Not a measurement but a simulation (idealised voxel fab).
voxel released beams: a process module
This is section cut - it's 245 nm across, gridded in 5 nm square cells.
Notation: cross-section as square-cell grid; stated in bands, top first, going down; one or more cell rows per band.
First you get the band's top height and its bottom height, in nm, and then the materials it's made of, left to right, with each width in nm. If you see a single material with "edge to edge", that one covers the band edge to edge. "empty" is empty space.
Below 0: as-received wafer, all one material; heights counted from there. Lowest band: no bottom, goes on down, written "0 -> down".
A two-number width, for instance "30 to 40", indicates that the width is equal to the first number in the top row of the band and to the second number in the bottom row, and that it changes by a constant amount per row of cells.
Key: "no modification" - step with no changed cell in the cross-section.
In the "Tabulated closed voids" entry, you get each enclosed empty space of 8 cells or more, one with no open way to the top, written width x height at distance, distance from the left edge, in nm.
What comes after the settings on a step's line is commentary from the simulator itself on that step.
overlay nm: for a step with a mask, the amount by which the mask lay right of where it was planned; a negative amount means left of it.

[Here's what the planned process steps look like]
1 RECEIVE,material Si
2 CONFORMAL_DEP,material Al2O3,thk nm 10
3 DIRECTIONAL_DEP,material SiO2,thk nm 15
4 PATTERN,tone open,mask id ANCHOR,material resist,width nm 35,thk nm 15,overlay nm 0
5 DIRECTIONAL_ETCH,etch materials SiO2,depth nm 15
6 STRIP,etch materials resist
7 CONFORMAL_DEP,material SiN,thk nm 10
8 PATTERN,tone cover,mask id BEAM,material resist,width nm 95,thk nm 20,overlay nm 0
9 DIRECTIONAL_ETCH,etch materials SiN,depth nm 10
10 STRIP,etch materials resist
11 STRIP,etch materials SiO2

[Wafer as received: cross-section following step 1]
    0 -> down  Si edge to edge
    Tabulated closed voids: none

[This is how the wafer looks in cross-section once the module is done, given the starting state and plan above and one mistake in carrying the plan out]
    35 -> 25  empty 70 / SiN 50 / empty 125
    25 -> 20  empty 65 / SiN 10 / SiO2 35 / SiN 10 / empty 125
    20 -> 10  empty 65 / SiN 10 / SiO2 35 / SiN 55 / empty 80
    10 -> 0  Al2O3 edge to edge
    0 -> down  Si edge to edge
    Tabulated closed voids: none
Deviation noted in wafer processing: off-plan run, step 4, actual operation and settings PATTERN,tone cover,mask id ANCHOR,material resist,width nm 35,thk nm 15,overlay nm 0
